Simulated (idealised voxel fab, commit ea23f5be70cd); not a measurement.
The document below concerns the process module designated voxel gate over fins.
In the cross-section labelled cut, the width is 300 nm and each square cell is 5 nm.
If you're reading a cross-section in this doc, picture square cells in a grid; it comes to you as bands, top ones listed first down to the bottom, and a band can be one or more rows of cells.
Band: top height; bottom height; in nm. Then, left to right: material with width in nm, for each material. "everywhere": a single material spanning edge to edge. "blank": empty space.
The level at which height equals 0 is the one under which the wafer, as it arrives, is entirely one material. No lower edge exists for the bottom band, which continues downward and is notated as in "0..down".
You'd read "30 to 40" like this: the band's top row of cells is as wide as the first number, its bottom row is as wide as the second, and going down, every row changes width by the same amount as the row before did.
"same as before", as given for a step, is the statement that not any cell of the cross-section underwent a change during that step.
"Closed cavity list" means: voids of 8 cells or more that are shut off from the top with no open way through. Written width x height at distance, distance from the left edge, in nm.
What comes after the settings on a step's line is commentary from the simulator itself on that step.
Regarding "overlay nm": on a step with a mask, it is the distance the mask lay to the right of its planned place; a negative value places it to the left.
Process steps - plan:
1) RECEIVE: material Si
2) CONFORMAL_DEP: material SiN, thk nm 5
3) MASKED_ETCH: tone cover, mask id FINS, width nm 15, pitch nm 40, etch materials SiN, depth nm 5, overlay nm 0
4) MASKED_ETCH: tone cover, mask id FINS, width nm 15, pitch nm 40, etch materials Si, depth nm 40, overlay nm 0
5) OXIDIZE: depth nm 5
6) FILL_DEP: material SiO2, thk nm 15
7) CMP: height nm 5
8) SELECTIVE_ETCH: etch materials SiO2, depth nm 20
9) STRIP: etch materials SiN
10) CONFORMAL_DEP: material HfO2, thk nm 5
11) CONFORMAL_DEP: material TiN, thk nm 5
12) FILL_DEP: material W, thk nm 15
13) CMP: height nm 20
14) CONFORMAL_DEP: material SiN, thk nm 5
Account of the first of two wafers, which was processed as intended:
Wafer at receipt (post step 1), cross-section:
* 0..down: Si everywhere
* Closed cavity list: none
How the wafer stands in section after step 2:
* 5..0: SiN everywhere
* All layers under 0 are left as they were.
How the wafer stands in section after step 3:
* 5..0: 100 of blank; 15 of SiN; 25 of blank; 15 of SiN; 25 of blank; 15 of SiN; 105 of blank
* All layers under 0 are left as they were.
How the wafer stands in section after step 4:
* 5..0: 100 of blank; 15 of SiN; 25 of blank; 15 of SiN; 25 of blank; 15 of SiN; 105 of blank
* 0..-40: 100 of blank; 15 of Si; 25 of blank; 15 of Si; 25 of blank; 15 of Si; 105 of blank
* All layers under -40 are left as they were.
How the wafer stands in section after step 5:
* 5..0: 100 of blank; 15 of SiN; 25 of blank; 15 of SiN; 25 of blank; 15 of SiN; 105 of blank
* 0..-40: 100 of blank; 5 of SiO2; 5 of Si; 5 of SiO2; 25 of blank; 5 of SiO2; 5 of Si; 5 of SiO2; 25 of blank; 5 of SiO2; 5 of Si; 5 of SiO2; 105 of blank
* -40..-45: 105 of SiO2; 5 of Si; 35 of SiO2; 5 of Si; 35 of SiO2; 5 of Si; 110 of SiO2
* All layers under -45 are left as they were.
How the wafer stands in section after step 6:
* 20..5: SiO2 everywhere
* 5..0: 100 of SiO2; 15 of SiN; 25 of SiO2; 15 of SiN; 25 of SiO2; 15 of SiN; 105 of SiO2
* 0..-45: 105 of SiO2; 5 of Si; 35 of SiO2; 5 of Si; 35 of SiO2; 5 of Si; 110 of SiO2
* All layers under -45 are left as they were.
How the wafer stands in section after step 7:
* 5..0: 100 of SiO2; 15 of SiN; 25 of SiO2; 15 of SiN; 25 of SiO2; 15 of SiN; 105 of SiO2
* All layers under 0 are left as they were.
How the wafer stands in section after step 8:
* 5..0: 100 of blank; 15 of SiN; 25 of blank; 15 of SiN; 25 of blank; 15 of SiN; 105 of blank
* 0..-15: 105 of blank; 5 of Si; 35 of blank; 5 of Si; 35 of blank; 5 of Si; 110 of blank
* All layers under -15 are left as they were.
How the wafer stands in section after step 9:
* 0..-15: 105 of blank; 5 of Si; 35 of blank; 5 of Si; 35 of blank; 5 of Si; 110 of blank
* All layers under -15 are left as they were.
How the wafer stands in section after step 10:
* 5..0: 100 of blank; 15 of HfO2; 25 of blank; 15 of HfO2; 25 of blank; 15 of HfO2; 105 of blank
* 0..-10: 100 of blank; 5 of HfO2; 5 of Si; 5 of HfO2; 25 of blank; 5 of HfO2; 5 of Si; 5 of HfO2; 25 of blank; 5 of HfO2; 5 of Si; 5 of HfO2; 105 of blank
* -10..-15: 105 of HfO2; 5 of Si; 35 of HfO2; 5 of Si; 35 of HfO2; 5 of Si; 110 of HfO2
* All layers under -15 are left as they were.
How the wafer stands in section after step 11:
* 10..5: 95 of blank; 25 of TiN; 15 of blank; 25 of TiN; 15 of blank; 25 of TiN; 100 of blank
* 5..0: 95 of blank; 5 of TiN; 15 of HfO2; 5 of TiN; 15 of blank; 5 of TiN; 15 of HfO2; 5 of TiN; 15 of blank; 5 of TiN; 15 of HfO2; 5 of TiN; 100 of blank
* 0..-5: 95 of blank; 5 of TiN; 5 of HfO2; 5 of Si; 5 of HfO2; 5 of TiN; 15 of blank; 5 of TiN; 5 of HfO2; 5 of Si; 5 of HfO2; 5 of TiN; 15 of blank; 5 of TiN; 5 of HfO2; 5 of Si; 5 of HfO2; 5 of TiN; 100 of blank
* -5..-10: 100 of TiN; 5 of HfO2; 5 of Si; 5 of HfO2; 25 of TiN; 5 of HfO2; 5 of Si; 5 of HfO2; 25 of TiN; 5 of HfO2; 5 of Si; 5 of HfO2; 105 of TiN
* All layers under -10 are left as they were.
How the wafer stands in section after step 12:
* 25..10: W everywhere
* 10..5: 95 of W; 25 of TiN; 15 of W; 25 of TiN; 15 of W; 25 of TiN; 100 of W
* 5..0: 95 of W; 5 of TiN; 15 of HfO2; 5 of TiN; 15 of W; 5 of TiN; 15 of HfO2; 5 of TiN; 15 of W; 5 of TiN; 15 of HfO2; 5 of TiN; 100 of W
* 0..-5: 95 of W; 5 of TiN; 5 of HfO2; 5 of Si; 5 of HfO2; 5 of TiN; 15 of W; 5 of TiN; 5 of HfO2; 5 of Si; 5 of HfO2; 5 of TiN; 15 of W; 5 of TiN; 5 of HfO2; 5 of Si; 5 of HfO2; 5 of TiN; 100 of W
* All layers under -5 are left as they were.
How the wafer stands in section after step 13:
* 20..10: W everywhere
* All layers under 10 are left as they were.
How the wafer stands in section after step 14:
* 25..20: SiN everywhere
* All layers under 20 are left as they were.
Second wafer, same starting state and plan as the first, one mistake in the run, identical through step 2:
Second wafer shown in cross-section at the time step 3 was slated to end:
* 5..0: 90 of blank; 15 of SiN; 25 of blank; 15 of SiN; 25 of blank; 15 of SiN; 115 of blank
* All layers under 0 are left as they were.
Second wafer shown in cross-section at the time step 4 was slated to end:
* 5..0: 90 of blank; 15 of SiN; 25 of blank; 15 of SiN; 25 of blank; 15 of SiN; 115 of blank
* 0..-40: 90 of blank; 25 of Si; 15 of blank; 25 of Si; 15 of blank; 25 of Si; 105 of blank
* All layers under -40 are left as they were.
Second wafer shown in cross-section at the time step 5 was slated to end:
* 5..0: 90 of blank; 15 of SiN; 25 of blank; 15 of SiN; 25 of blank; 15 of SiN; 115 of blank
* 0..-5: 90 of blank; 5 of SiO2; 5 of Si; 15 of SiO2; 15 of blank; 5 of SiO2; 5 of Si; 15 of SiO2; 15 of blank; 5 of SiO2; 5 of Si; 15 of SiO2; 105 of blank
* -5..-40: 90 of blank; 5 of SiO2; 15 of Si; 5 of SiO2; 15 of blank; 5 of SiO2; 15 of Si; 5 of SiO2; 15 of blank; 5 of SiO2; 15 of Si; 5 of SiO2; 105 of blank
* -40..-45: 95 of SiO2; 15 of Si; 25 of SiO2; 15 of Si; 25 of SiO2; 15 of Si; 110 of SiO2
* All layers under -45 are left as they were.
Second wafer shown in cross-section at the time step 6 was slated to end:
* 20..5: SiO2 everywhere
* 5..0: 90 of SiO2; 15 of SiN; 25 of SiO2; 15 of SiN; 25 of SiO2; 15 of SiN; 115 of SiO2
* 0..-5: 95 of SiO2; 5 of Si; 35 of SiO2; 5 of Si; 35 of SiO2; 5 of Si; 120 of SiO2
* -5..-45: 95 of SiO2; 15 of Si; 25 of SiO2; 15 of Si; 25 of SiO2; 15 of Si; 110 of SiO2
* All layers under -45 are left as they were.
Second wafer shown in cross-section at the time step 7 was slated to end:
* 5..0: 90 of SiO2; 15 of SiN; 25 of SiO2; 15 of SiN; 25 of SiO2; 15 of SiN; 115 of SiO2
* All layers under 0 are left as they were.
Second wafer shown in cross-section at the time step 8 was slated to end:
* 5..0: 90 of blank; 15 of SiN; 25 of blank; 15 of SiN; 25 of blank; 15 of SiN; 115 of blank
* 0..-5: 95 of blank; 5 of Si; 35 of blank; 5 of Si; 35 of blank; 5 of Si; 120 of blank
* -5..-15: 95 of blank; 15 of Si; 25 of blank; 15 of Si; 25 of blank; 15 of Si; 110 of blank
* All layers under -15 are left as they were.
Second wafer shown in cross-section at the time step 9 was slated to end:
* 0..-5: 95 of blank; 5 of Si; 35 of blank; 5 of Si; 35 of blank; 5 of Si; 120 of blank
* All layers under -5 are left as they were.
Second wafer shown in cross-section at the time step 10 was slated to end:
* 5..0: 90 of blank; 15 of HfO2; 25 of blank; 15 of HfO2; 25 of blank; 15 of HfO2; 115 of blank
* 0..-10: 90 of blank; 5 of HfO2; 5 to 15 of Si; 15 to 5 of HfO2; 15 of blank; 5 of HfO2; 5 to 15 of Si; 15 to 5 of HfO2; 15 of blank; 5 of HfO2; 5 to 15 of Si; 15 to 5 of HfO2; 105 of blank
* -10..-15: 95 of HfO2; 15 of Si; 25 of HfO2; 15 of Si; 25 of HfO2; 15 of Si; 110 of HfO2
* All layers under -15 are left as they were.
Second wafer shown in cross-section at the time step 11 was slated to end:
* 10..5: 85 of blank; 25 of TiN; 15 of blank; 25 of TiN; 15 of blank; 25 of TiN; 110 of blank
* 5..0: 85 of blank; 5 of TiN; 15 of HfO2; 15 of TiN; 5 of blank; 5 of TiN; 15 of HfO2; 15 of TiN; 5 of blank; 5 of TiN; 15 of HfO2; 15 of TiN; 100 of blank
* 0..-5: 85 of blank; 5 of TiN; 5 of HfO2; 5 of Si; 15 of HfO2; 5 of TiN; 5 of blank; 5 of TiN; 5 of HfO2; 5 of Si; 15 of HfO2; 5 of TiN; 5 of blank; 5 of TiN; 5 of HfO2; 5 of Si; 15 of HfO2; 5 of TiN; 100 of blank
* -5..-10: 90 of TiN; 5 of HfO2; 15 of Si; 5 of HfO2; 15 of TiN; 5 of HfO2; 15 of Si; 5 of HfO2; 15 of TiN; 5 of HfO2; 15 of Si; 5 of HfO2; 105 of TiN
* All layers under -10 are left as they were.
Second wafer shown in cross-section at the time step 12 was slated to end:
* 25..10: W everywhere
* 10..5: 85 of W; 25 of TiN; 15 of W; 25 of TiN; 15 of W; 25 of TiN; 110 of W
* 5..0: 85 of W; 5 of TiN; 15 of HfO2; 15 of TiN; 5 of W; 5 of TiN; 15 of HfO2; 15 of TiN; 5 of W; 5 of TiN; 15 of HfO2; 15 of TiN; 100 of W
* 0..-5: 85 of W; 5 of TiN; 5 of HfO2; 5 of Si; 15 of HfO2; 5 of TiN; 5 of W; 5 of TiN; 5 of HfO2; 5 of Si; 15 of HfO2; 5 of TiN; 5 of W; 5 of TiN; 5 of HfO2; 5 of Si; 15 of HfO2; 5 of TiN; 100 of W
* All layers under -5 are left as they were.
Second wafer shown in cross-section at the time step 13 was slated to end:
* 20..10: W everywhere
* All layers under 10 are left as they were.
Second wafer shown in cross-section at the time step 14 was slated to end:
* 25..20: SiN everywhere
* All layers under 20 are left as they were.
So what did we get wrong on this run? note that step 3 departed from the planned setting and was carried out as MASKED_ETCH: tone cover, mask id FINS, width nm 15, pitch nm 40, etch materials SiN, depth nm 5, overlay nm -10
At the finish, the second wafer shows more or fewer cells for some materials than the first does: 48 more of Si, 36 fewer of SiO2, 12 fewer of W
